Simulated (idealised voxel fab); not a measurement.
Title: Process Module voxel spacer lines
Displayed cross-section: cut, width of 205 nm, square cells sized 5 nm.
Format of a cross-section: grid, square cells. Given as bands. Order: top down. Band: one or more rows of cells.
It is stipulated that each band's entry specify, in nanometres, the height of the top of the band and then that of its bottom, followed by the materials of the band in left-to-right sequence, each together with its width in nanometres. A single material marked by the word "all across" is understood to fill the band from edge to edge; the word "air" is understood to denote empty space.
Height is counted from the level 0, under which the received wafer is composed throughout of one material. The lowest of the bands is not closed at the bottom but continues downward, in the notation "0 nm and below".
Note: "30 to 40" means the width goes from the first number (top row of the band) to the second number (bottom row) in equal steps per row of cells.
"stayed the same" (step): cross-section cells unchanged, all of them.
Closed-off voids of 8+ cells (no open route to the top) go in "Closed void table", written width x height at distance from the left edge, in nm.
Text after the settings on a step's line: the simulator's own remark on that step.
"overlay nm" on a masked step: distance the mask lay right of its planned place, negative for left.
Process steps foreseen in the plan:
1: RECEIVE (material Si)
2: CONFORMAL_DEP (material Al2O3; thk nm 10)
3: DIRECTIONAL_DEP (material SiN; thk nm 20)
4: DIRECTIONAL_DEP (material polySi; thk nm 20)
5: PATTERN (tone cover; mask id MANDREL; material resist; width nm 20; pitch nm 70; thk nm 30; overlay nm 0)
6: DIRECTIONAL_ETCH (etch materials polySi; depth nm 20)
7: STRIP (etch materials resist)
8: CONFORMAL_DEP (material SiO2; thk nm 15)
9: DIRECTIONAL_ETCH (etch materials SiO2; depth nm 15)
10: STRIP (etch materials polySi)
11: DIRECTIONAL_ETCH (etch materials SiN; depth nm 20)
12: STRIP (etch materials SiO2)
The first of the two wafers, which ran as planned:
Cross-section of the wafer at receipt, which is the condition after step 1:
> 0 nm and below: Si all across
> Closed void table: none
Sectional view: wafer, after step 2:
> 10 nm to 0 nm: Al2O3 all across
> At heights below 0, the structure remains unaltered.
Sectional view: wafer, after step 3:
> 30 nm to 10 nm: SiN all across
> At heights below 10, the structure remains unaltered.
Sectional view: wafer, after step 4:
> 50 nm to 30 nm: polySi all across
> At heights below 30, the structure remains unaltered.
Sectional view: wafer, after step 5:
> 80 nm to 50 nm: air 20 | resist 20 | air 50 | resist 20 | air 50 | resist 20 | air 25
> At heights below 50, the structure remains unaltered.
Sectional view: wafer, after step 6:
> 80 nm to 50 nm: air 20 | resist 20 | air 50 | resist 20 | air 50 | resist 20 | air 25
> 50 nm to 30 nm: air 20 | polySi 20 | air 50 | polySi 20 | air 50 | polySi 20 | air 25
> At heights below 30, the structure remains unaltered.
Sectional view: wafer, after step 7:
> 50 nm to 30 nm: air 20 | polySi 20 | air 50 | polySi 20 | air 50 | polySi 20 | air 25
> At heights below 30, the structure remains unaltered.
Sectional view: wafer, after step 8:
> 65 nm to 50 nm: air 5 | SiO2 50 | air 20 | SiO2 50 | air 20 | SiO2 50 | air 10
> 50 nm to 45 nm: air 5 | SiO2 15 | polySi 20 | SiO2 15 | air 20 | SiO2 15 | polySi 20 | SiO2 15 | air 20 | SiO2 15 | polySi 20 | SiO2 15 | air 10
> 45 nm to 30 nm: SiO2 20 | polySi 20 | SiO2 50 | polySi 20 | SiO2 50 | polySi 20 | SiO2 25
> At heights below 30, the structure remains unaltered.
Sectional view: wafer, after step 9:
> 50 nm to 30 nm: air 5 | SiO2 15 | polySi 20 | SiO2 15 | air 20 | SiO2 15 | polySi 20 | SiO2 15 | air 20 | SiO2 15 | polySi 20 | SiO2 15 | air 10
> At heights below 30, the structure remains unaltered.
Sectional view: wafer, after step 10:
> 50 nm to 30 nm: air 5 | SiO2 15 | air 20 | SiO2 15 | air 20 | SiO2 15 | air 20 | SiO2 15 | air 20 | SiO2 15 | air 20 | SiO2 15 | air 10
> At heights below 30, the structure remains unaltered.
Sectional view: wafer, after step 11:
> 50 nm to 30 nm: air 5 | SiO2 15 | air 20 | SiO2 15 | air 20 | SiO2 15 | air 20 | SiO2 15 | air 20 | SiO2 15 | air 20 | SiO2 15 | air 10
> 30 nm to 10 nm: air 5 | SiN 15 | air 20 | SiN 15 | air 20 | SiN 15 | air 20 | SiN 15 | air 20 | SiN 15 | air 20 | SiN 15 | air 10
> At heights below 10, the structure remains unaltered.
Sectional view: wafer, after step 12:
> 30 nm to 10 nm: air 5 | SiN 15 | air 20 | SiN 15 | air 20 | SiN 15 | air 20 | SiN 15 | air 20 | SiN 15 | air 20 | SiN 15 | air 10
> At heights below 10, the structure remains unaltered.
Wafer two. Identical start, identical plan. One mistake in execution. Identical history through step 4:
Cross-section, second wafer, at the end time the plan gives for step 5:
> 80 nm to 50 nm: air 30 | resist 20 | air 50 | resist 20 | air 50 | resist 20 | air 15
> At heights below 50, the structure remains unaltered.
Cross-section, second wafer, at the end time the plan gives for step 6:
> 80 nm to 50 nm: air 30 | resist 20 | air 50 | resist 20 | air 50 | resist 20 | air 15
> 50 nm to 30 nm: air 30 | polySi 20 | air 50 | polySi 20 | air 50 | polySi 20 | air 15
> At heights below 30, the structure remains unaltered.
Cross-section, second wafer, at the end time the plan gives for step 7:
> 50 nm to 30 nm: air 30 | polySi 20 | air 50 | polySi 20 | air 50 | polySi 20 | air 15
> At heights below 30, the structure remains unaltered.
Cross-section, second wafer, at the end time the plan gives for step 8:
> 65 nm to 50 nm: air 15 | SiO2 50 | air 20 | SiO2 50 | air 20 | SiO2 50
> 50 nm to 45 nm: air 15 | SiO2 15 | polySi 20 | SiO2 15 | air 20 | SiO2 15 | polySi 20 | SiO2 15 | air 20 | SiO2 15 | polySi 20 | SiO2 15
> 45 nm to 30 nm: SiO2 30 | polySi 20 | SiO2 50 | polySi 20 | SiO2 50 | polySi 20 | SiO2 15
> At heights below 30, the structure remains unaltered.
Cross-section, second wafer, at the end time the plan gives for step 9:
> 50 nm to 30 nm: air 15 | SiO2 15 | polySi 20 | SiO2 15 | air 20 | SiO2 15 | polySi 20 | SiO2 15 | air 20 | SiO2 15 | polySi 20 | SiO2 15
> At heights below 30, the structure remains unaltered.
Cross-section, second wafer, at the end time the plan gives for step 10:
> 50 nm to 30 nm: air 15 | SiO2 15 | air 20 | SiO2 15 | air 20 | SiO2 15 | air 20 | SiO2 15 | air 20 | SiO2 15 | air 20 | SiO2 15
> At heights below 30, the structure remains unaltered.
Cross-section, second wafer, at the end time the plan gives for step 11:
> 50 nm to 30 nm: air 15 | SiO2 15 | air 20 | SiO2 15 | air 20 | SiO2 15 | air 20 | SiO2 15 | air 20 | SiO2 15 | air 20 | SiO2 15
> 30 nm to 10 nm: air 15 | SiN 15 | air 20 | SiN 15 | air 20 | SiN 15 | air 20 | SiN 15 | air 20 | SiN 15 | air 20 | SiN 15
> At heights below 10, the structure remains unaltered.
Cross-section, second wafer, at the end time the plan gives for step 12:
> 30 nm to 10 nm: air 15 | SiN 15 | air 20 | SiN 15 | air 20 | SiN 15 | air 20 | SiN 15 | air 20 | SiN 15 | air 20 | SiN 15
> At heights below 10, the structure remains unaltered.
Nonconformance to the process plan: step 5 deviated from plan and actually ran as PATTERN (tone cover; mask id MANDREL; material resist; width nm 20; pitch nm 70; thk nm 30; overlay nm 10)
Final wafers compared: equal cell tally per material, rearranged layout.
